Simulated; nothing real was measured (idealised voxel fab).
Name of the process module below: voxel capacitor over wiring
Each square cell in cross-section cut measures 5 nm, and the section as a whole is 265 nm wide.
Cross-sections here: square-cell grids, written as top-down lists of bands, a band being one or more rows of cells. Each band's line starts with the height of the band's top and of its bottom, in nm. Then come its materials from left to right, each with its width in nm. One material with "all across" fills the band from edge to edge. "blank" is empty space. Height reference: 0 = level under which incoming wafer is all one material. Lowest band: no bottom, runs on downward, e.g. "0 down". Note: "30..40" means the width goes from the first number (top row of the band) to the second number (bottom row) in equal steps per row of cells. Reading "remained unchanged" for a step: not a cell of the cross-section changed in it. Entry "Tabulated closed voids". Content: empty spaces with no open connection to the top, size 8 cells or greater. Each: width x height at distance. Distance: from left edge. Unit: nm. Formally, on a step line, whatever follows the settings is a remark that the simulator itself makes on the step. Steps that use a mask can have "overlay nm" on their line. It says how far the mask sat to the right of where it was meant to be. Negative means to the left.

# Steps planned for the process
1,RECEIVE, material Si
2,CONFORMAL_DEP, material SiO2, thk nm 15
3,CONFORMAL_DEP, material SiCN, thk nm 5
4,DIRECTIONAL_DEP, material SiO2, thk nm 20
5,MASKED_ETCH, tone open, mask id METAL_1, width nm 30, pitch nm 90, etch materials SiO2, depth nm 20, overlay nm 0
6,MASKED_ETCH, tone open, mask id METAL_1, width nm 30, pitch nm 90, etch materials SiCN, depth nm 5, overlay nm 0
7,CONFORMAL_DEP, material TiN, thk nm 5
8,FILL_DEP, material Cu, thk nm 10
9,CMP, height nm 40
10,CONFORMAL_DEP, material SiCN, thk nm 5
11,DIRECTIONAL_DEP, material lowk, thk nm 15
12,PATTERN, tone open, mask id PLUG_1, material resist, width nm 15, thk nm 20, overlay nm 0
13,DIRECTIONAL_ETCH, etch materials lowk, depth nm 15
14,DIRECTIONAL_ETCH, etch materials SiCN, depth nm 5
15,STRIP, etch materials resist
16,EPI, material Ru, thk nm 10
17,EPI, material Ru, thk nm 10
18,DIRECTIONAL_DEP, material TiN, thk nm 5
19,DIRECTIONAL_DEP, material HfO2, thk nm 5
20,DIRECTIONAL_DEP, material TiN, thk nm 5
21,DIRECTIONAL_DEP, material aC, thk nm 15
22,PATTERN, tone cover, mask id UPPER_PLATE, material resist, width nm 65, thk nm 30, overlay nm 0
23,DIRECTIONAL_ETCH, etch materials aC, depth nm 15
24,STRIP, etch materials resist
25,DIRECTIONAL_ETCH, etch materials TiN, depth nm 5
26,DIRECTIONAL_ETCH, etch materials HfO2, depth nm 5
27,STRIP, etch materials aC
28,MASKED_ETCH, tone cover, mask id LOWER_PLATE, width nm 75, etch materials TiN, depth nm 5, overlay nm 0
29,FILL_DEP, material SiO2, thk nm 15
30,CMP, height nm 85
31,DIRECTIONAL_DEP, material aC, thk nm 15
32,PATTERN, tone open, mask id PLUG_2, material resist, width nm 15, thk nm 30, overlay nm 0
33,DIRECTIONAL_ETCH, etch materials aC, depth nm 15
34,STRIP, etch materials resist
35,DIRECTIONAL_ETCH, etch materials SiO2, depth nm 10
36,STRIP, etch materials aC
37,CONFORMAL_DEP, material TiN, thk nm 5
38,FILL_DEP, material Cu, thk nm 5
39,CMP, height nm 85
40,CONFORMAL_DEP, material SiCN, thk nm 5

# As-received state of the wafer in cross-section, equivalent to post-step 1
- 0 down = Si all across
- Tabulated closed voids: none

# Cross-section at module end, one run error; start and plan unchanged from above
- 80 to 75 = SiCN all across
- 75 to 70 = SiO2 (85) / TiN (65) / SiO2 (115)
- 70 to 65 = SiO2 (85) / HfO2 (65) / SiO2 (115)
- 65 to 60 = SiO2 (80) / TiN (75) / SiO2 (110)
- 60 to 45 = lowk (85) / Ru (15) / lowk (165)
- 45 to 40 = SiCN (85) / Ru (15) / SiCN (165)
- 40 to 20 = SiO2 (70) / TiN (5) / Cu (20) / TiN (5) / SiO2 (60) / TiN (5) / Cu (20) / TiN (5) / SiO2 (75)
- 20 to 15 = SiCN (70) / TiN (30) / SiCN (60) / TiN (30) / SiCN (75)
- 15 to 0 = SiO2 all across
- 0 down = Si all across
- Tabulated closed voids: none
What went wrong in running the wafer? rather than as planned, step 39 actually ran as CMP, height nm 75
